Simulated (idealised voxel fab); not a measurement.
process module | voxel self aligned vias
cross-section cut | 215 nm wide | cells 5 nm
A cross-section is a grid of square cells, given in bands from the top down. A band is one or more rows of cells.
Each band's line starts with the height of the band's top and of its bottom, in nm. Then come its materials from left to right, each with its width in nm. One material with "throughout" fills the band from edge to edge. "air" is empty space.
Height 0 is the level under which the wafer as received is all one material. The lowest band goes on downwards, as in "0 down".
A width such as "30 to 40" changes by the same amount from each row of cells to the next, from the band's top row to its bottom row.
"no change" after a step means that no cell of the cross-section changed.
closed voids: empty space of 8 cells or more with no open way to the top, each as width x height at its distance from the left edge, in nm
after a step's settings: what the simulator itself notes on the step
overlay nm, on a step with a mask: how far to the right of its planned place the mask lay; to the left if negative
Each pair below shows a cross-section before one step and the cross-section after it, down to the lowest band that changed. The line under each pair gives the step between them, with its settings. The pairs can come from different runs of this module on the same starting wafer, so a pair continues from the pair above only where its "before" says so.
before
  0 down: Si throughout
  closed voids: none
after
  10 to 0: SiO2 throughout
  below 0: unchanged
  closed voids: none
the step between: op CONFORMAL_DEP | material SiO2 | thk nm 10
before: the cross-section after the pair above
after
  15 to 10: SiCN throughout
  below 10: unchanged
  closed voids: none
the step between: op CONFORMAL_DEP | material SiCN | thk nm 5
before: the cross-section after the pair above
after
  35 to 15: lowk throughout
  below 15: unchanged
  closed voids: none
the step between: op DIRECTIONAL_DEP | material lowk | thk nm 20
before: the cross-section after the pair above
after
  35 to 15: lowk 30 | air 30 | lowk 30 | air 30 | lowk 30 | air 30 | lowk 35
  below 15: unchanged
  closed voids: none
the step between: op MASKED_ETCH | tone open | mask id LINES | width nm 30 | pitch nm 60 | etch materials lowk | depth nm 20 | overlay nm 0
before: the cross-section after the pair above
after
  40 to 35: TiN 35 | air 20 | TiN 40 | air 20 | TiN 40 | air 20 | TiN 40
  35 to 20: lowk 30 | TiN 5 | air 20 | TiN 5 | lowk 30 | TiN 5 | air 20 | TiN 5 | lowk 30 | TiN 5 | air 20 | TiN 5 | lowk 35
  20 to 15: lowk 30 | TiN 30 | lowk 30 | TiN 30 | lowk 30 | TiN 30 | lowk 35
  below 15: unchanged
  closed voids: none
the step between: op CONFORMAL_DEP | material TiN | thk nm 5
before: the cross-section after the pair above
after
  45 to 40: W throughout
  40 to 35: TiN 35 | W 20 | TiN 40 | W 20 | TiN 40 | W 20 | TiN 40
  35 to 20: lowk 30 | TiN 5 | W 20 | TiN 5 | lowk 30 | TiN 5 | W 20 | TiN 5 | lowk 30 | TiN 5 | W 20 | TiN 5 | lowk 35
  below 20: unchanged
  closed voids: none
the step between: op FILL_DEP | material W | thk nm 5
before: the cross-section after the pair above
after
  35 to 20: lowk 30 | TiN 5 | W 20 | TiN 5 | lowk 30 | TiN 5 | W 20 | TiN 5 | lowk 30 | TiN 5 | W 20 | TiN 5 | lowk 35
  below 20: unchanged
  closed voids: none
the step between: op CMP | height nm 35
before: the cross-section after the pair above
after
  35 to 25: lowk 30 | air 30 | lowk 30 | air 30 | lowk 30 | air 30 | lowk 35
  below 25: unchanged
  closed voids: none
the step between: op SELECTIVE_ETCH | etch materials W Ru TiN | depth nm 10
before: the cross-section after the pair above
after
  45 to 35: SiN throughout
  35 to 25: lowk 30 | SiN 30 | lowk 30 | SiN 30 | lowk 30 | SiN 30 | lowk 35
  below 25: unchanged
  closed voids: none
the step between: op FILL_DEP | material SiN | thk nm 10
before: the cross-section after the pair above
after
  35 to 25: lowk 30 | SiN 30 | lowk 30 | SiN 30 | lowk 30 | SiN 30 | lowk 35
  below 25: unchanged
  closed voids: none
the step between: op CMP | height nm 35
before: the cross-section after the pair above
after
  55 to 35: lowk throughout
  below 35: unchanged
  closed voids: none
the step between: op DIRECTIONAL_DEP | material lowk | thk nm 20
before: the cross-section after the pair above
after
  70 to 55: resist 25 | air 40 | resist 20 | air 40 | resist 20 | air 40 | resist 30
  below 55: unchanged
  closed voids: none
the step between: op PATTERN | tone open | mask id VIAS | material resist | width nm 40 | pitch nm 60 | thk nm 15 | overlay nm 0
before: the cross-section after the pair above
after
  70 to 55: resist 25 | air 40 | resist 20 | air 40 | resist 20 | air 40 | resist 30
  55 to 35: lowk 25 | air 40 | lowk 20 | air 40 | lowk 20 | air 40 | lowk 30
  below 35: unchanged
  closed voids: none
the step between: op DIRECTIONAL_ETCH | etch materials lowk | depth nm 20
before: the cross-section after the pair above
after
  70 to 55: resist 25 | air 40 | resist 20 | air 40 | resist 20 | air 40 | resist 30
  55 to 35: lowk 25 | air 40 | lowk 20 | air 40 | lowk 20 | air 40 | lowk 30
  35 to 25: lowk 30 | air 30 | lowk 30 | air 30 | lowk 30 | air 30 | lowk 35
  below 25: unchanged
  closed voids: none
the step between: op DIRECTIONAL_ETCH | etch materials SiN | depth nm 10
before: the cross-section after the pair above
after
  55 to 35: lowk 25 | air 40 | lowk 20 | air 40 | lowk 20 | air 40 | lowk 30
  below 35: unchanged
  closed voids: none
the step between: op STRIP | etch materials resist
before: the cross-section after the pair above
after
  60 to 55: TiN 30 | air 30 | TiN 30 | air 30 | TiN 30 | air 30 | TiN 35
  55 to 40: lowk 25 | TiN 5 | air 30 | TiN 5 | lowk 20 | TiN 5 | air 30 | TiN 5 | lowk 20 | TiN 5 | air 30 | TiN 5 | lowk 30
  40 to 30: lowk 25 to 30 | TiN 10 to 5 | air 20 | TiN 10 to 5 | lowk 20 to 30 | TiN 10 to 5 | air 20 | TiN 10 to 5 | lowk 20 to 30 | TiN 10 to 5 | air 20 | TiN 10 to 5 | lowk 30 to 35
  30 to 25: lowk 30 | TiN 30 | lowk 30 | TiN 30 | lowk 30 | TiN 30 | lowk 35
  below 25: unchanged
  closed voids: none
the step between: op CONFORMAL_DEP | material TiN | thk nm 5
before: the cross-section after the pair above
after
  70 to 60: Cu throughout
  60 to 55: TiN 30 | Cu 30 | TiN 30 | Cu 30 | TiN 30 | Cu 30 | TiN 35
  55 to 40: lowk 25 | TiN 5 | Cu 30 | TiN 5 | lowk 20 | TiN 5 | Cu 30 | TiN 5 | lowk 20 | TiN 5 | Cu 30 | TiN 5 | lowk 30
  40 to 30: lowk 25 to 30 | TiN 10 to 5 | Cu 20 | TiN 10 to 5 | lowk 20 to 30 | TiN 10 to 5 | Cu 20 | TiN 10 to 5 | lowk 20 to 30 | TiN 10 to 5 | Cu 20 | TiN 10 to 5 | lowk 30 to 35
  below 30: unchanged
  closed voids: none
the step between: op FILL_DEP | material Cu | thk nm 10
before: the cross-section after the pair above
after
  55 to 40: lowk 25 | TiN 5 | Cu 30 | TiN 5 | lowk 20 | TiN 5 | Cu 30 | TiN 5 | lowk 20 | TiN 5 | Cu 30 | TiN 5 | lowk 30
  below 40: unchanged
  closed voids: none
the step between: op CMP | height nm 55
before: the cross-section after the pair above
after
  60 to 55: SiCN throughout
  below 55: unchanged
  closed voids: none
the step between: op CONFORMAL_DEP | material SiCN | thk nm 5
before
  10 to 0: SiO2 throughout
  0 down: Si throughout
  closed voids: none
after
  30 to 10: lowk throughout
  below 10: unchanged
  closed voids: none
the step between: op DIRECTIONAL_DEP | material lowk | thk nm 20
before: the cross-section after the pair above
after
  30 to 10: lowk 30 | air 30 | lowk 30 | air 30 | lowk 30 | air 30 | lowk 35
  below 10: unchanged
  closed voids: none
the step between: op MASKED_ETCH | tone open | mask id LINES | width nm 30 | pitch nm 60 | etch materials lowk | depth nm 20 | overlay nm 0
before: the cross-section after the pair above
after
  35 to 30: TiN 35 | air 20 | TiN 40 | air 20 | TiN 40 | air 20 | TiN 40
  30 to 15: lowk 30 | TiN 5 | air 20 | TiN 5 | lowk 30 | TiN 5 | air 20 | TiN 5 | lowk 30 | TiN 5 | air 20 | TiN 5 | lowk 35
  15 to 10: lowk 30 | TiN 30 | lowk 30 | TiN 30 | lowk 30 | TiN 30 | lowk 35
  below 10: unchanged
  closed voids: none
the step between: op CONFORMAL_DEP | material TiN | thk nm 5
before: the cross-section after the pair above
after
  40 to 35: W throughout
  35 to 30: TiN 35 | W 20 | TiN 40 | W 20 | TiN 40 | W 20 | TiN 40
  30 to 15: lowk 30 | TiN 5 | W 20 | TiN 5 | lowk 30 | TiN 5 | W 20 | TiN 5 | lowk 30 | TiN 5 | W 20 | TiN 5 | lowk 35
  below 15: unchanged
  closed voids: none
the step between: op FILL_DEP | material W | thk nm 5
before: the cross-section after the pair above
after
  35 to 30: TiN 35 | W 20 | TiN 40 | W 20 | TiN 40 | W 20 | TiN 40
  below 30: unchanged
  closed voids: none
the step between: op CMP | height nm 35
before: the cross-section after the pair above
after
  30 to 25: lowk 30 | air 30 | lowk 30 | air 30 | lowk 30 | air 30 | lowk 35
  below 25: unchanged
  closed voids: none
the step between: op SELECTIVE_ETCH | etch materials W Ru TiN | depth nm 10
before: the cross-section after the pair above
after
  40 to 30: SiN throughout
  30 to 25: lowk 30 | SiN 30 | lowk 30 | SiN 30 | lowk 30 | SiN 30 | lowk 35
  below 25: unchanged
  closed voids: none
the step between: op FILL_DEP | material SiN | thk nm 10
before: the cross-section after the pair above
after
  35 to 30: SiN throughout
  below 30: unchanged
  closed voids: none
the step between: op CMP | height nm 35
before: the cross-section after the pair above
after
  55 to 35: lowk throughout
  below 35: unchanged
  closed voids: none
the step between: op DIRECTIONAL_DEP | material lowk | thk nm 20
before: the cross-section after the pair above
after
  70 to 55: resist 25 | air 40 | resist 20 | air 40 | resist 20 | air 40 | resist 30
  below 55: unchanged
  closed voids: none
the step between: op PATTERN | tone open | mask id VIAS | material resist | width nm 40 | pitch nm 60 | thk nm 15 | overlay nm 0
before: the cross-section after the pair above
after
  70 to 55: resist 25 | air 40 | resist 20 | air 40 | resist 20 | air 40 | resist 30
  55 to 35: lowk 25 | air 40 | lowk 20 | air 40 | lowk 20 | air 40 | lowk 30
  below 35: unchanged
  closed voids: none
the step between: op DIRECTIONAL_ETCH | etch materials lowk | depth nm 20
before: the cross-section after the pair above
after
  70 to 55: resist 25 | air 40 | resist 20 | air 40 | resist 20 | air 40 | resist 30
  55 to 35: lowk 25 | air 40 | lowk 20 | air 40 | lowk 20 | air 40 | lowk 30
  35 to 30: SiN 25 | air 40 | SiN 20 | air 40 | SiN 20 | air 40 | SiN 30
  30 to 25: lowk 30 | air 30 | lowk 30 | air 30 | lowk 30 | air 30 | lowk 35
  below 25: unchanged
  closed voids: none
the step between: op DIRECTIONAL_ETCH | etch materials SiN | depth nm 10
before: the cross-section after the pair above
after
  55 to 35: lowk 25 | air 40 | lowk 20 | air 40 | lowk 20 | air 40 | lowk 30
  below 35: unchanged
  closed voids: none
the step between: op STRIP | etch materials resist
before: the cross-section after the pair above
after
  60 to 55: TiN 30 | air 30 | TiN 30 | air 30 | TiN 30 | air 30 | TiN 35
  55 to 35: lowk 25 | TiN 5 | air 30 | TiN 5 | lowk 20 | TiN 5 | air 30 | TiN 5 | lowk 20 | TiN 5 | air 30 | TiN 5 | lowk 30
  35 to 30: SiN 25 | TiN 10 | air 20 | TiN 10 | SiN 20 | TiN 10 | air 20 | TiN 10 | SiN 20 | TiN 10 | air 20 | TiN 10 | SiN 30
  30 to 25: lowk 30 | TiN 30 | lowk 30 | TiN 30 | lowk 30 | TiN 30 | lowk 35
  below 25: unchanged
  closed voids: none
the step between: op CONFORMAL_DEP | material TiN | thk nm 5
before: the cross-section after the pair above
after
  70 to 60: Cu throughout
  60 to 55: TiN 30 | Cu 30 | TiN 30 | Cu 30 | TiN 30 | Cu 30 | TiN 35
  55 to 35: lowk 25 | TiN 5 | Cu 30 | TiN 5 | lowk 20 | TiN 5 | Cu 30 | TiN 5 | lowk 20 | TiN 5 | Cu 30 | TiN 5 | lowk 30
  35 to 30: SiN 25 | TiN 10 | Cu 20 | TiN 10 | SiN 20 | TiN 10 | Cu 20 | TiN 10 | SiN 20 | TiN 10 | Cu 20 | TiN 10 | SiN 30
  below 30: unchanged
  closed voids: none
the step between: op FILL_DEP | material Cu | thk nm 10
before: the cross-section after the pair above
after
  55 to 35: lowk 25 | TiN 5 | Cu 30 | TiN 5 | lowk 20 | TiN 5 | Cu 30 | TiN 5 | lowk 20 | TiN 5 | Cu 30 | TiN 5 | lowk 30
  below 35: unchanged
  closed voids: none
the step between: op CMP | height nm 55
before: the cross-section after the pair above
after
  60 to 55: SiCN throughout
  below 55: unchanged
  closed voids: none
the step between: op CONFORMAL_DEP | material SiCN | thk nm 5
before
  70 to 55: resist 25 | air 40 | resist 20 | air 40 | resist 20 | air 40 | resist 30
  55 to 35: lowk 25 | air 40 | lowk 20 | air 40 | lowk 20 | air 40 | lowk 30
  35 to 25: lowk 30 | SiN 30 | lowk 30 | SiN 30 | lowk 30 | SiN 30 | lowk 35
  25 to 20: lowk 30 | TiN 5 | W 20 | TiN 5 | lowk 30 | TiN 5 | W 20 | TiN 5 | lowk 30 | TiN 5 | W 20 | TiN 5 | lowk 35
  20 to 15: lowk 30 | TiN 30 | lowk 30 | TiN 30 | lowk 30 | TiN 30 | lowk 35
  15 to 10: SiCN throughout
  10 to 0: SiO2 throughout
  0 down: Si throughout
  closed voids: none
after
  70 to 55: resist 25 | air 40 | resist 20 | air 40 | resist 20 | air 40 | resist 30
  55 to 35: lowk 25 | air 40 | lowk 20 | air 40 | lowk 20 | air 40 | lowk 30
  35 to 25: lowk 25 | air 5 | SiN 30 | air 5 | lowk 20 | air 5 | SiN 30 | air 5 | lowk 20 | air 5 | SiN 30 | air 5 | lowk 30
  25 to 20: lowk 25 | air 5 | TiN 5 | W 20 | TiN 5 | air 5 | lowk 20 | air 5 | TiN 5 | W 20 | TiN 5 | air 5 | lowk 20 | air 5 | TiN 5 | W 20 | TiN 5 | air 5 | lowk 30
  20 to 15: lowk 25 | air 5 | TiN 30 | air 5 | lowk 20 | air 5 | TiN 30 | air 5 | lowk 20 | air 5 | TiN 30 | air 5 | lowk 30
  below 15: unchanged
  closed voids: none
the step between: op DIRECTIONAL_ETCH | etch materials lowk | depth nm 20
before: the cross-section after the pair above
after
  70 to 55: resist 25 | air 40 | resist 20 | air 40 | resist 20 | air 40 | resist 30
  55 to 25: lowk 25 | air 40 | lowk 20 | air 40 | lowk 20 | air 40 | lowk 30
  below 25: unchanged
  closed voids: none
the step between: op DIRECTIONAL_ETCH | etch materials SiN | depth nm 10
before: the cross-section after the pair above
after
  55 to 25: lowk 25 | air 40 | lowk 20 | air 40 | lowk 20 | air 40 | lowk 30
  below 25: unchanged
  closed voids: none
the step between: op STRIP | etch materials resist
before: the cross-section after the pair above
after
  60 to 55: TiN 30 | air 30 | TiN 30 | air 30 | TiN 30 | air 30 | TiN 35
  55 to 30: lowk 25 | TiN 5 | air 30 | TiN 5 | lowk 20 | TiN 5 | air 30 | TiN 5 | lowk 20 | TiN 5 | air 30 | TiN 5 | lowk 30
  30 to 25: lowk 25 | TiN 40 | lowk 20 | TiN 40 | lowk 20 | TiN 40 | lowk 30
  25 to 20: lowk 25 | TiN 10 | W 20 | TiN 10 | lowk 20 | TiN 10 | W 20 | TiN 10 | lowk 20 | TiN 10 | W 20 | TiN 10 | lowk 30
  20 to 15: lowk 25 | TiN 40 | lowk 20 | TiN 40 | lowk 20 | TiN 40 | lowk 30
  below 15: unchanged
  closed voids: none
the step between: op CONFORMAL_DEP | material TiN | thk nm 5
before: the cross-section after the pair above
after
  70 to 60: Cu throughout
  60 to 55: TiN 30 | Cu 30 | TiN 30 | Cu 30 | TiN 30 | Cu 30 | TiN 35
  55 to 30: lowk 25 | TiN 5 | Cu 30 | TiN 5 | lowk 20 | TiN 5 | Cu 30 | TiN 5 | lowk 20 | TiN 5 | Cu 30 | TiN 5 | lowk 30
  below 30: unchanged
  closed voids: none
the step between: op FILL_DEP | material Cu | thk nm 10
before: the cross-section after the pair above
after
  55 to 30: lowk 25 | TiN 5 | Cu 30 | TiN 5 | lowk 20 | TiN 5 | Cu 30 | TiN 5 | lowk 20 | TiN 5 | Cu 30 | TiN 5 | lowk 30
  below 30: unchanged
  closed voids: none
the step between: op CMP | height nm 55
before: the cross-section after the pair above
after
  60 to 55: SiCN throughout
  below 55: unchanged
  closed voids: none
the step between: op CONFORMAL_DEP | material SiCN | thk nm 5
before
  30 to 10: lowk throughout
  10 to 0: SiO2 throughout
  0 down: Si throughout
  closed voids: none
after
  35 to 30: SiCN throughout
  below 30: unchanged
  closed voids: none
the step between: op CONFORMAL_DEP | material SiCN | thk nm 5
before: the cross-section after the pair above
after
  40 to 35: TiN throughout
  below 35: unchanged
  closed voids: none
the step between: op CONFORMAL_DEP | material TiN | thk nm 5
before: the cross-section after the pair above
after
  45 to 40: W throughout
  below 40: unchanged
  closed voids: none
the step between: op FILL_DEP | material W | thk nm 5
before: the cross-section after the pair above
after
  35 to 30: SiCN throughout
  below 30: unchanged
  closed voids: none
the step between: op CMP | height nm 35
before: the cross-section after the pair above
after
  45 to 35: SiN throughout
  below 35: unchanged
  closed voids: none
the step between: op FILL_DEP | material SiN | thk nm 10
before: the cross-section after the pair above
after
  35 to 30: SiCN throughout
  below 30: unchanged
  closed voids: none
the step between: op CMP | height nm 35
before: the cross-section after the pair above
after
  55 to 35: lowk throughout
  below 35: unchanged
  closed voids: none
the step between: op DIRECTIONAL_DEP | material lowk | thk nm 20
before: the cross-section after the pair above
after
  70 to 55: resist 25 | air 40 | resist 20 | air 40 | resist 20 | air 40 | resist 30
  below 55: unchanged
  closed voids: none
the step between: op PATTERN | tone open | mask id VIAS | material resist | width nm 40 | pitch nm 60 | thk nm 15 | overlay nm 0
before: the cross-section after the pair above
after
  70 to 55: resist 25 | air 40 | resist 20 | air 40 | resist 20 | air 40 | resist 30
  55 to 35: lowk 25 | air 40 | lowk 20 | air 40 | lowk 20 | air 40 | lowk 30
  below 35: unchanged
  closed voids: none
the step between: op DIRECTIONAL_ETCH | etch materials lowk | depth nm 20
before: the cross-section after the pair above
after
  55 to 35: lowk 25 | air 40 | lowk 20 | air 40 | lowk 20 | air 40 | lowk 30
  below 35: unchanged
  closed voids: none
the step between: op STRIP | etch materials resist
before: the cross-section after the pair above
after
  60 to 55: TiN 30 | air 30 | TiN 30 | air 30 | TiN 30 | air 30 | TiN 35
  55 to 40: lowk 25 | TiN 5 | air 30 | TiN 5 | lowk 20 | TiN 5 | air 30 | TiN 5 | lowk 20 | TiN 5 | air 30 | TiN 5 | lowk 30
  40 to 35: lowk 25 | TiN 40 | lowk 20 | TiN 40 | lowk 20 | TiN 40 | lowk 30
  below 35: unchanged
  closed voids: none
the step between: op CONFORMAL_DEP | material TiN | thk nm 5
before: the cross-section after the pair above
after
  70 to 60: Cu throughout
  60 to 55: TiN 30 | Cu 30 | TiN 30 | Cu 30 | TiN 30 | Cu 30 | TiN 35
  55 to 40: lowk 25 | TiN 5 | Cu 30 | TiN 5 | lowk 20 | TiN 5 | Cu 30 | TiN 5 | lowk 20 | TiN 5 | Cu 30 | TiN 5 | lowk 30
  below 40: unchanged
  closed voids: none
the step between: op FILL_DEP | material Cu | thk nm 10
before: the cross-section after the pair above
after
  55 to 40: lowk 25 | TiN 5 | Cu 30 | TiN 5 | lowk 20 | TiN 5 | Cu 30 | TiN 5 | lowk 20 | TiN 5 | Cu 30 | TiN 5 | lowk 30
  below 40: unchanged
  closed voids: none
the step between: op CMP | height nm 55
before: the cross-section after the pair above
after
  60 to 55: SiCN throughout
  below 55: unchanged
  closed voids: none
the step between: op CONFORMAL_DEP | material SiCN | thk nm 5
before
  55 to 35: lowk 25 | air 40 | lowk 20 | air 40 | lowk 20 | air 40 | lowk 30
  35 to 25: lowk 30 | air 30 | lowk 30 | air 30 | lowk 30 | air 30 | lowk 35
  25 to 20: lowk 30 | TiN 5 | W 20 | TiN 5 | lowk 30 | TiN 5 | W 20 | TiN 5 | lowk 30 | TiN 5 | W 20 | TiN 5 | lowk 35
  20 to 15: lowk 30 | TiN 30 | lowk 30 | TiN 30 | lowk 30 | TiN 30 | lowk 35
  15 to 10: SiCN throughout
  10 to 0: SiO2 throughout
  0 down: Si throughout
  closed voids: none
after
  70 to 55: TiN 40 | air 10 | TiN 50 | air 10 | TiN 50 | air 10 | TiN 45
  55 to 50: lowk 25 | TiN 15 | air 10 | TiN 15 | lowk 20 | TiN 15 | air 10 | TiN 15 | lowk 20 | TiN 15 | air 10 | TiN 15 | lowk 30
  50 to 35: lowk 25 | TiN 40 | lowk 20 | TiN 40 | lowk 20 | TiN 40 | lowk 30
  35 to 25: lowk 30 | TiN 30 | lowk 30 | TiN 30 | lowk 30 | TiN 30 | lowk 35
  below 25: unchanged
  closed voids: none
the step between: op CONFORMAL_DEP | material TiN | thk nm 15
before: the cross-section after the pair above
after
  80 to 70: Cu throughout
  70 to 55: TiN 40 | Cu 10 | TiN 50 | Cu 10 | TiN 50 | Cu 10 | TiN 45
  55 to 50: lowk 25 | TiN 15 | Cu 10 | TiN 15 | lowk 20 | TiN 15 | Cu 10 | TiN 15 | lowk 20 | TiN 15 | Cu 10 | TiN 15 | lowk 30
  below 50: unchanged
  closed voids: none
the step between: op FILL_DEP | material Cu | thk nm 10
before: the cross-section after the pair above
after
  55 to 50: lowk 25 | TiN 15 | Cu 10 | TiN 15 | lowk 20 | TiN 15 | Cu 10 | TiN 15 | lowk 20 | TiN 15 | Cu 10 | TiN 15 | lowk 30
  below 50: unchanged
  closed voids: none
the step between: op CMP | height nm 55
before: the cross-section after the pair above
after
  60 to 55: SiCN throughout
  below 55: unchanged
  closed voids: none
the step between: op CONFORMAL_DEP | material SiCN | thk nm 5
before
  35 to 15: lowk throughout
  15 to 10: SiCN throughout
  10 to 0: SiO2 throughout
  0 down: Si throughout
  closed voids: none
after
  35 to 15: lowk 35 | air 25 | lowk 35 | air 25 | lowk 35 | air 25 | lowk 35
  below 15: unchanged
  closed voids: none
the step between: op MASKED_ETCH | tone open | mask id LINES | width nm 25 | pitch nm 60 | etch materials lowk | depth nm 20 | overlay nm 0
before: the cross-section after the pair above
after
  40 to 35: TiN 40 | air 15 | TiN 45 | air 15 | TiN 45 | air 15 | TiN 40
  35 to 20: lowk 35 | TiN 5 | air 15 | TiN 5 | lowk 35 | TiN 5 | air 15 | TiN 5 | lowk 35 | TiN 5 | air 15 | TiN 5 | lowk 35
  20 to 15: lowk 35 | TiN 25 | lowk 35 | TiN 25 | lowk 35 | TiN 25 | lowk 35
  below 15: unchanged
  closed voids: none
the step between: op CONFORMAL_DEP | material TiN | thk nm 5
before: the cross-section after the pair above
after
  45 to 40: W throughout
  40 to 35: TiN 40 | W 15 | TiN 45 | W 15 | TiN 45 | W 15 | TiN 40
  35 to 20: lowk 35 | TiN 5 | W 15 | TiN 5 | lowk 35 | TiN 5 | W 15 | TiN 5 | lowk 35 | TiN 5 | W 15 | TiN 5 | lowk 35
  below 20: unchanged
  closed voids: none
the step between: op FILL_DEP | material W | thk nm 5
before: the cross-section after the pair above
after
  35 to 20: lowk 35 | TiN 5 | W 15 | TiN 5 | lowk 35 | TiN 5 | W 15 | TiN 5 | lowk 35 | TiN 5 | W 15 | TiN 5 | lowk 35
  below 20: unchanged
  closed voids: none
the step between: op CMP | height nm 35
before: the cross-section after the pair above
after
  35 to 25: lowk 35 | air 25 | lowk 35 | air 25 | lowk 35 | air 25 | lowk 35
  below 25: unchanged
  closed voids: none
the step between: op SELECTIVE_ETCH | etch materials W Ru TiN | depth nm 10
before: the cross-section after the pair above
after
  45 to 35: SiN throughout
  35 to 25: lowk 35 | SiN 25 | lowk 35 | SiN 25 | lowk 35 | SiN 25 | lowk 35
  below 25: unchanged
  closed voids: none
the step between: op FILL_DEP | material SiN | thk nm 10
before: the cross-section after the pair above
after
  35 to 25: lowk 35 | SiN 25 | lowk 35 | SiN 25 | lowk 35 | SiN 25 | lowk 35
  below 25: unchanged
  closed voids: none
the step between: op CMP | height nm 35
before: the cross-section after the pair above
after
  55 to 35: lowk throughout
  below 35: unchanged
  closed voids: none
the step between: op DIRECTIONAL_DEP | material lowk | thk nm 20
before: the cross-section after the pair above
after
  70 to 55: resist 25 | air 40 | resist 20 | air 40 | resist 20 | air 40 | resist 30
  below 55: unchanged
  closed voids: none
the step between: op PATTERN | tone open | mask id VIAS | material resist | width nm 40 | pitch nm 60 | thk nm 15 | overlay nm 0
before: the cross-section after the pair above
after
  70 to 55: resist 25 | air 40 | resist 20 | air 40 | resist 20 | air 40 | resist 30
  55 to 35: lowk 25 | air 40 | lowk 20 | air 40 | lowk 20 | air 40 | lowk 30
  below 35: unchanged
  closed voids: none
the step between: op DIRECTIONAL_ETCH | etch materials lowk | depth nm 20
before: the cross-section after the pair above
after
  70 to 55: resist 25 | air 40 | resist 20 | air 40 | resist 20 | air 40 | resist 30
  55 to 35: lowk 25 | air 40 | lowk 20 | air 40 | lowk 20 | air 40 | lowk 30
  35 to 25: lowk 35 | air 25 | lowk 35 | air 25 | lowk 35 | air 25 | lowk 35
  below 25: unchanged
  closed voids: none
the step between: op DIRECTIONAL_ETCH | etch materials SiN | depth nm 10
before: the cross-section after the pair above
after
  55 to 35: lowk 25 | air 40 | lowk 20 | air 40 | lowk 20 | air 40 | lowk 30
  below 35: unchanged
  closed voids: none
the step between: op STRIP | etch materials resist
before: the cross-section after the pair above
after
  60 to 55: TiN 30 | air 30 | TiN 30 | air 30 | TiN 30 | air 30 | TiN 35
  55 to 40: lowk 25 | TiN 5 | air 30 | TiN 5 | lowk 20 | TiN 5 | air 30 | TiN 5 | lowk 20 | TiN 5 | air 30 | TiN 5 | lowk 30
  40 to 30: lowk 25 to 35 | TiN 15 to 5 | air 15 | TiN 10 to 5 | lowk 20 to 35 | TiN 15 to 5 | air 15 | TiN 10 to 5 | lowk 20 to 35 | TiN 15 to 5 | air 15 | TiN 10 to 5 | lowk 30 to 35
  30 to 25: lowk 35 | TiN 25 | lowk 35 | TiN 25 | lowk 35 | TiN 25 | lowk 35
  below 25: unchanged
  closed voids: none
the step between: op CONFORMAL_DEP | material TiN | thk nm 5
before: the cross-section after the pair above
after
  70 to 60: Cu throughout
  60 to 55: TiN 30 | Cu 30 | TiN 30 | Cu 30 | TiN 30 | Cu 30 | TiN 35
  55 to 40: lowk 25 | TiN 5 | Cu 30 | TiN 5 | lowk 20 | TiN 5 | Cu 30 | TiN 5 | lowk 20 | TiN 5 | Cu 30 | TiN 5 | lowk 30
  40 to 30: lowk 25 to 35 | TiN 15 to 5 | Cu 15 | TiN 10 to 5 | lowk 20 to 35 | TiN 15 to 5 | Cu 15 | TiN 10 to 5 | lowk 20 to 35 | TiN 15 to 5 | Cu 15 | TiN 10 to 5 | lowk 30 to 35
  below 30: unchanged
  closed voids: none
the step between: op FILL_DEP | material Cu | thk nm 10
before: the cross-section after the pair above
after
  55 to 40: lowk 25 | TiN 5 | Cu 30 | TiN 5 | lowk 20 | TiN 5 | Cu 30 | TiN 5 | lowk 20 | TiN 5 | Cu 30 | TiN 5 | lowk 30
  below 40: unchanged
  closed voids: none
the step between: op CMP | height nm 55
before: the cross-section after the pair above
after
  60 to 55: SiCN throughout
  below 55: unchanged
  closed voids: none
the step between: op CONFORMAL_DEP | material SiCN | thk nm 5
before
  35 to 15: lowk throughout
  15 to 10: SiCN throughout
  10 to 0: SiO2 throughout
  0 down: Si throughout
  closed voids: none
after
  35 to 15: lowk 25 | air 30 | lowk 30 | air 30 | lowk 30 | air 30 | lowk 40
  below 15: unchanged
  closed voids: none
the step between: op MASKED_ETCH | tone open | mask id LINES | width nm 30 | pitch nm 60 | etch materials lowk | depth nm 20 | overlay nm -5
before: the cross-section after the pair above
after
  40 to 35: TiN 30 | air 20 | TiN 40 | air 20 | TiN 40 | air 20 | TiN 45
  35 to 20: lowk 25 | TiN 5 | air 20 | TiN 5 | lowk 30 | TiN 5 | air 20 | TiN 5 | lowk 30 | TiN 5 | air 20 | TiN 5 | lowk 40
  20 to 15: lowk 25 | TiN 30 | lowk 30 | TiN 30 | lowk 30 | TiN 30 | lowk 40
  below 15: unchanged
  closed voids: none
the step between: op CONFORMAL_DEP | material TiN | thk nm 5
before: the cross-section after the pair above
after
  45 to 40: W throughout
  40 to 35: TiN 30 | W 20 | TiN 40 | W 20 | TiN 40 | W 20 | TiN 45
  35 to 20: lowk 25 | TiN 5 | W 20 | TiN 5 | lowk 30 | TiN 5 | W 20 | TiN 5 | lowk 30 | TiN 5 | W 20 | TiN 5 | lowk 40
  below 20: unchanged
  closed voids: none
the step between: op FILL_DEP | material W | thk nm 5
before: the cross-section after the pair above
after
  35 to 20: lowk 25 | TiN 5 | W 20 | TiN 5 | lowk 30 | TiN 5 | W 20 | TiN 5 | lowk 30 | TiN 5 | W 20 | TiN 5 | lowk 40
  below 20: unchanged
  closed voids: none
the step between: op CMP | height nm 35
before: the cross-section after the pair above
after
  35 to 25: lowk 25 | air 30 | lowk 30 | air 30 | lowk 30 | air 30 | lowk 40
  below 25: unchanged
  closed voids: none
the step between: op SELECTIVE_ETCH | etch materials W Ru TiN | depth nm 10
before: the cross-section after the pair above
after
  45 to 35: SiN throughout
  35 to 25: lowk 25 | SiN 30 | lowk 30 | SiN 30 | lowk 30 | SiN 30 | lowk 40
  below 25: unchanged
  closed voids: none
the step between: op FILL_DEP | material SiN | thk nm 10
before: the cross-section after the pair above
after
  35 to 25: lowk 25 | SiN 30 | lowk 30 | SiN 30 | lowk 30 | SiN 30 | lowk 40
  below 25: unchanged
  closed voids: none
the step between: op CMP | height nm 35
before: the cross-section after the pair above
after
  55 to 35: lowk throughout
  below 35: unchanged
  closed voids: none
the step between: op DIRECTIONAL_DEP | material lowk | thk nm 20
before: the cross-section after the pair above
after
  70 to 55: resist 25 | air 40 | resist 20 | air 40 | resist 20 | air 40 | resist 30
  below 55: unchanged
  closed voids: none
the step between: op PATTERN | tone open | mask id VIAS | material resist | width nm 40 | pitch nm 60 | thk nm 15 | overlay nm 0
before: the cross-section after the pair above
after
  70 to 55: resist 25 | air 40 | resist 20 | air 40 | resist 20 | air 40 | resist 30
  55 to 35: lowk 25 | air 40 | lowk 20 | air 40 | lowk 20 | air 40 | lowk 30
  below 35: unchanged
  closed voids: none
the step between: op DIRECTIONAL_ETCH | etch materials lowk | depth nm 20
